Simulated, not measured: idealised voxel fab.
process module | voxel double patterning
cross-section cut | 195 nm wide | cells 5 nm
A cross-section is a grid of square cells, given in bands from the top down. A band is one or more rows of cells.
Each band's line starts with the height of the band's top and of its bottom, in nm. Then come its materials from left to right, each with its width in nm. One material with "throughout" fills the band from edge to edge. "air" is empty space.
Height 0 is the level under which the wafer as received is all one material. The lowest band goes on downwards, as in "0 down".
A width such as "30 to 40" changes by the same amount from each row of cells to the next, from the band's top row to its bottom row.
"no change" after a step means that no cell of the cross-section changed.
closed voids: empty space of 8 cells or more with no open way to the top, each as width x height at its distance from the left edge, in nm
after a step's settings: what the simulator itself notes on the step
overlay nm, on a step with a mask: how far to the right of its planned place the mask lay; to the left if negative
plan
1 op RECEIVE | material Si
2 op CONFORMAL_DEP | material SiO2 | thk nm 5
3 op DIRECTIONAL_DEP | material polySi | thk nm 20
4 op DIRECTIONAL_DEP | material SiN | thk nm 5
5 op DIRECTIONAL_DEP | material aC | thk nm 10
6 op PATTERN | tone open | mask id FIRST | material resist | width nm 15 | pitch nm 50 | thk nm 30 | overlay nm 0
7 op DIRECTIONAL_ETCH | etch materials aC | depth nm 10
8 op STRIP | etch materials resist
9 op DIRECTIONAL_ETCH | etch materials SiN | depth nm 5
10 op STRIP | etch materials aC
11 op PATTERN | tone open | mask id SECOND | material resist | width nm 15 | thk nm 20 | overlay nm 0
12 op DIRECTIONAL_ETCH | etch materials SiN | depth nm 5
13 op STRIP | etch materials resist
14 op DIRECTIONAL_ETCH | etch materials polySi | depth nm 20
15 op STRIP | etch materials SiN
varied across the wafers: thk nm of step 4. The plan shows the first wafer's value. All wafers start alike
first wafer as received, after step 1
  0 down: Si throughout
  closed voids: none
first wafer at the end, after step 15
  25 to 5: polySi 65 | air 15 | polySi 10 | air 15 | polySi 10 | air 15 | polySi 65
  5 to 0: SiO2 throughout
  0 down: Si throughout
  closed voids: none
last wafer at the end
  25 to 5: polySi throughout
  5 to 0: SiO2 throughout
  0 down: Si throughout
  closed voids: none
each wafer at the end: cells of each material gained (+) or lost (-) since it was received, then its closed voids
thk nm 5 | +39 SiO2 | +120 polySi | closed voids: none
thk nm 10 | +39 SiO2 | +156 polySi | closed voids: none
thk nm 15 | +39 SiO2 | +156 polySi | closed voids: none
thk nm 20 | +39 SiO2 | +156 polySi | closed voids: none
